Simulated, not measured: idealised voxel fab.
Module name: voxel self aligned vias (process module)
Pictured: cross-section cut, 220 nm wide, on a grid of 5 nm square cells.
Format of a cross-section: grid, square cells. Given as bands. Order: top down. Band: one or more rows of cells. The entry gives the band's vertical extent as a top height and a bottom height in nm, then its horizontal make-up as materials from left to right, each with a width in nm. "empty" stands for empty space; a single material marked "edge to edge" fills the band edge to edge. The level at which height equals 0 is the one under which the wafer, as it arrives, is entirely one material. No lower edge exists for the bottom band, which continues downward and is notated as in "z 0 and below". The two numbers in a width such as "30..40" mark its ends across the band: the first belongs to the top row of cells, the second to the bottom row, and from each row to the next the width moves by the same amount. Step marked "nothing altered"? Then no cell in the cross-section changed in it. Closed empty spaces (no open way to the top) of 8 cells or more are what "Closed cavity list" lists, each as width x height at distance from the left edge, nm for all three. On each step's line, the part that comes after the settings is the simulator's own comment on the step. overlay nm: mask right of planned place by this much (step with mask). Neg. = left.

Listed below are the process steps as planned:
1: op RECEIVE | material Si
2: op CONFORMAL_DEP | material SiO2 | thk nm 10
3: op CONFORMAL_DEP | material SiCN | thk nm 5
4: op DIRECTIONAL_DEP | material lowk | thk nm 30
5: op DIRECTIONAL_DEP | material aC | thk nm 10
6: op PATTERN | tone open | mask id LINES | material resist | width nm 30 | pitch nm 70 | thk nm 30 | overlay nm 0
7: op DIRECTIONAL_ETCH | etch materials aC | depth nm 10
8: op STRIP | etch materials resist
9: op DIRECTIONAL_ETCH | etch materials lowk | depth nm 30
10: op STRIP | etch materials aC
11: op CONFORMAL_DEP | material TiN | thk nm 5
12: op FILL_DEP | material W | thk nm 5
13: op CMP | height nm 45
14: op SELECTIVE_ETCH | etch materials W Ru TiN | depth nm 10
15: op FILL_DEP | material SiN | thk nm 10
16: op CMP | height nm 45
17: op DIRECTIONAL_DEP | material lowk | thk nm 15
18: op MASKED_ETCH | tone open | mask id VIAS | width nm 40 | pitch nm 70 | etch materials lowk | depth nm 15 | overlay nm 0
19: op MASKED_ETCH | tone open | mask id VIAS | width nm 40 | pitch nm 70 | etch materials SiN | depth nm 10 | overlay nm 0
20: op CONFORMAL_DEP | material TiN | thk nm 5
21: op FILL_DEP | material W | thk nm 10
22: op CMP | height nm 60
23: op CONFORMAL_DEP | material SiCN | thk nm 5

Wafer as received: cross-section following step 1:
> z 0 and below  Si edge to edge
> Closed cavity list: none

End-of-module cross-section of the first of two wafers, processed as planned:
> z 65 to 60  SiCN edge to edge
> z 60 to 50  55 nm lowk | 5 nm TiN | 30 nm W | 5 nm TiN | 30 nm lowk | 5 nm TiN | 30 nm W | 5 nm TiN | 55 nm lowk
> z 50 to 40  55..60 nm lowk | 10..5 nm TiN | 20 nm W | 10..5 nm TiN | 30..40 nm lowk | 10..5 nm TiN | 20 nm W | 10..5 nm TiN | 55..60 nm lowk
> z 40 to 35  60 nm lowk | 30 nm TiN | 40 nm lowk | 30 nm TiN | 60 nm lowk
> z 35 to 20  60 nm lowk | 5 nm TiN | 20 nm W | 5 nm TiN | 40 nm lowk | 5 nm TiN | 20 nm W | 5 nm TiN | 60 nm lowk
> z 20 to 15  60 nm lowk | 30 nm TiN | 40 nm lowk | 30 nm TiN | 60 nm lowk
> z 15 to 10  SiCN edge to edge
> z 10 to 0  SiO2 edge to edge
> z 0 and below  Si edge to edge
> Closed cavity list: none

Cross-section, second wafer: same start as the first, same plan as the first, one mistake in running it; taken at the end of the module:
> z 65 to 60  SiCN edge to edge
> z 60 to 50  55 nm lowk | 5 nm TiN | 30 nm W | 5 nm TiN | 30 nm lowk | 5 nm TiN | 30 nm W | 5 nm TiN | 55 nm lowk
> z 50 to 45  55 nm lowk | 5 nm TiN | 15 nm W | 20 nm TiN | 30 nm lowk | 5 nm TiN | 15 nm W | 20 nm TiN | 55 nm lowk
> z 45 to 40  50 nm lowk | 5 nm SiN | 5 nm TiN | 15 nm W | 5 nm TiN | 40 nm lowk | 5 nm SiN | 5 nm TiN | 15 nm W | 5 nm TiN | 70 nm lowk
> z 40 to 35  50 nm lowk | 5 nm SiN | 25 nm TiN | 40 nm lowk | 5 nm SiN | 25 nm TiN | 70 nm lowk
> z 35 to 20  50 nm lowk | 5 nm TiN | 20 nm W | 5 nm TiN | 40 nm lowk | 5 nm TiN | 20 nm W | 5 nm TiN | 70 nm lowk
> z 20 to 15  50 nm lowk | 30 nm TiN | 40 nm lowk | 30 nm TiN | 70 nm lowk
> z 15 to 10  SiCN edge to edge
> z 10 to 0  SiO2 edge to edge
> z 0 and below  Si edge to edge
> Closed cavity list: none
what went wrong: the process deviated at step 6: the operation and settings actually run there were op PATTERN | tone open | mask id LINES | material resist | width nm 30 | pitch nm 70 | thk nm 30 | overlay nm -10
Wrapping up, a cell-based count of both wafers puts the second over or under the first for these materials: 4 more of SiN, 4 fewer of W
